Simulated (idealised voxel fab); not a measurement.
process module | voxel ribs on slabs
cross-section cut | 195 nm wide | cells 5 nm
A cross-section is a grid of square cells, given in bands from the top down. A band is one or more rows of cells.
Each band's line starts with the height of the band's top and of its bottom, in nm. Then come its materials from left to right, each with its width in nm. One material with "throughout" fills the band from edge to edge. "air" is empty space.
Height 0 is the level under which the wafer as received is all one material. The lowest band goes on downwards, as in "0 down".
A width such as "30 to 40" changes by the same amount from each row of cells to the next, from the band's top row to its bottom row.
"no change" after a step means that no cell of the cross-section changed.
closed voids: empty space of 8 cells or more with no open way to the top, each as width x height at its distance from the left edge, in nm
after a step's settings: what the simulator itself notes on the step
overlay nm, on a step with a mask: how far to the right of its planned place the mask lay; to the left if negative
plan
1 op RECEIVE | material Si
2 op DIRECTIONAL_DEP | material SiO2 | thk nm 25
3 op DIRECTIONAL_DEP | material polySi | thk nm 20
4 op MASKED_ETCH | tone cover | mask id RIB | width nm 15 | etch materials polySi | depth nm 15 | overlay nm 0
5 op DIRECTIONAL_DEP | material aC | thk nm 15
6 op PATTERN | tone cover | mask id SLAB | material resist | width nm 65 | thk nm 35 | overlay nm 0
7 op DIRECTIONAL_ETCH | etch materials aC | depth nm 15
8 op STRIP | etch materials resist
9 op DIRECTIONAL_ETCH | etch materials polySi | depth nm 5
10 op STRIP | etch materials aC
11 op FILL_DEP | material SiO2 | thk nm 20
12 op CMP | height nm 55
13 op DIRECTIONAL_DEP | material TiN | thk nm 5
14 op PATTERN | tone cover | mask id HEATER | material resist | width nm 25 | thk nm 20 | overlay nm 0
15 op DIRECTIONAL_ETCH | etch materials TiN | depth nm 5
16 op STRIP | etch materials resist
17 op CONFORMAL_DEP | material SiN | thk nm 5
as received, after step 1
  0 down: Si throughout
  closed voids: none
a wafer at the end: this start, this plan, one mistake
  65 to 60: air 80 | SiN 35 | air 80
  60 to 55: SiN 85 | TiN 25 | SiN 85
  55 to 45: SiO2 throughout
  45 to 30: SiO2 85 | polySi 15 | SiO2 95
  30 to 25: SiO2 65 | polySi 65 | SiO2 65
  25 to 0: SiO2 throughout
  0 down: Si throughout
  closed voids: none
what went wrong: step 4 ran as: op MASKED_ETCH | tone cover | mask id RIB | width nm 15 | etch materials polySi | depth nm 15 | overlay nm -5
